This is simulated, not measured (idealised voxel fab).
process module | voxel capacitor over wiring
cross-section cut | 220 nm wide | cells 5 nm
A cross-section is a grid of square cells, given in bands from the top down. A band is one or more rows of cells.
Each band's line starts with the height of the band's top and of its bottom, in nm. Then come its materials from left to right, each with its width in nm. One material with "throughout" fills the band from edge to edge. "air" is empty space.
Height 0 is the level under which the wafer as received is all one material. The lowest band goes on downwards, as in "0 down".
A width such as "30 to 40" changes by the same amount from each row of cells to the next, from the band's top row to its bottom row.
"no change" after a step means that no cell of the cross-section changed.
closed voids: empty space of 8 cells or more with no open way to the top, each as width x height at its distance from the left edge, in nm
after a step's settings: what the simulator itself notes on the step
overlay nm, on a step with a mask: how far to the right of its planned place the mask lay; to the left if negative
plan
1 op RECEIVE | material Si
2 op CONFORMAL_DEP | material SiO2 | thk nm 15
3 op CONFORMAL_DEP | material SiN | thk nm 5
4 op DIRECTIONAL_DEP | material SiO2 | thk nm 15
5 op DIRECTIONAL_DEP | material aC | thk nm 10
6 op PATTERN | tone open | mask id METAL_1 | material resist | width nm 25 | pitch nm 95 | thk nm 30 | overlay nm 0
7 op DIRECTIONAL_ETCH | etch materials aC | depth nm 10
8 op STRIP | etch materials resist
9 op DIRECTIONAL_ETCH | etch materials SiO2 | depth nm 15
10 op DIRECTIONAL_ETCH | etch materials SiN | depth nm 5
11 op STRIP | etch materials aC
12 op CONFORMAL_DEP | material TiN | thk nm 5
13 op FILL_DEP | material W | thk nm 10
14 op CMP | height nm 35
15 op CONFORMAL_DEP | material SiCN | thk nm 5
16 op DIRECTIONAL_DEP | material lowk | thk nm 15
17 op MASKED_ETCH | tone open | mask id PLUG_1 | width nm 15 | etch materials lowk | depth nm 15 | overlay nm 0
18 op MASKED_ETCH | tone open | mask id PLUG_1 | width nm 15 | etch materials SiCN | depth nm 5 | overlay nm 0
19 op EPI | material Ru | thk nm 10
20 op EPI | material Ru | thk nm 10
21 op DIRECTIONAL_DEP | material TiN | thk nm 5
22 op DIRECTIONAL_DEP | material HfO2 | thk nm 5
23 op DIRECTIONAL_DEP | material TiN | thk nm 5
24 op DIRECTIONAL_DEP | material aC | thk nm 10
25 op PATTERN | tone cover | mask id UPPER_PLATE | material resist | width nm 75 | thk nm 30 | overlay nm 0
26 op DIRECTIONAL_ETCH | etch materials aC | depth nm 10
27 op STRIP | etch materials resist
28 op DIRECTIONAL_ETCH | etch materials TiN | depth nm 5
29 op DIRECTIONAL_ETCH | etch materials HfO2 | depth nm 5
30 op STRIP | etch materials aC
31 op PATTERN | tone cover | mask id LOWER_PLATE | material resist | width nm 85 | thk nm 15 | overlay nm 0
32 op DIRECTIONAL_ETCH | etch materials TiN | depth nm 5
33 op STRIP | etch materials resist
34 op FILL_DEP | material SiO2 | thk nm 20
35 op CMP | height nm 85
36 op DIRECTIONAL_DEP | material aC | thk nm 10
37 op PATTERN | tone open | mask id PLUG_2 | material resist | width nm 15 | thk nm 30 | overlay nm 0
38 op DIRECTIONAL_ETCH | etch materials aC | depth nm 10
39 op STRIP | etch materials resist
40 op DIRECTIONAL_ETCH | etch materials SiO2 | depth nm 15
41 op STRIP | etch materials aC
42 op CONFORMAL_DEP | material TiN | thk nm 5
43 op FILL_DEP | material Cu | thk nm 10
44 op CMP | height nm 85
45 op CONFORMAL_DEP | material SiCN | thk nm 5
as received, after step 1
  0 down: Si throughout
  closed voids: none
first wafer at the end, as planned
  90 to 85: SiCN throughout
  85 to 75: SiO2 70 | TiN 5 | Cu 5 | TiN 5 | SiO2 135
  75 to 65: SiO2 70 to 60 | TiN 15 to 75 | SiO2 135 to 85
  65 to 60: SiO2 60 | HfO2 75 | SiO2 85
  60 to 55: SiO2 55 | TiN 85 | SiO2 80
  55 to 40: lowk 60 | Ru 15 | lowk 145
  40 to 35: SiCN 60 | Ru 15 | SiCN 145
  35 to 20: SiO2 50 | TiN 5 | W 15 | TiN 5 | SiO2 70 | TiN 5 | W 15 | TiN 5 | SiO2 50
  20 to 15: SiN 50 | TiN 25 | SiN 70 | TiN 25 | SiN 50
  15 to 0: SiO2 throughout
  0 down: Si throughout
  closed voids: none
second wafer at the end: like start, like plan, one mistake
  90 to 85: SiCN throughout
  85 to 75: SiO2 70 | TiN 5 | Cu 5 | TiN 5 | SiO2 135
  75 to 70: SiO2 70 | TiN 15 | SiO2 135
  70 to 65: SiO2 60 | HfO2 75 | SiO2 85
  65 to 60: SiO2 55 | TiN 85 | SiO2 80
  60 to 55: TiN throughout
  55 to 40: lowk 60 | Ru 15 | lowk 145
  40 to 35: SiCN 60 | Ru 15 | SiCN 145
  35 to 20: SiO2 50 | TiN 5 | W 15 | TiN 5 | SiO2 70 | TiN 5 | W 15 | TiN 5 | SiO2 50
  20 to 15: SiN 50 | TiN 25 | SiN 70 | TiN 25 | SiN 50
  15 to 0: SiO2 throughout
  0 down: Si throughout
  closed voids: none
what went wrong: steps 22 and 23 were swapped
at the end the second wafer has, in cells: 29 fewer of SiO2 | 29 more of TiN
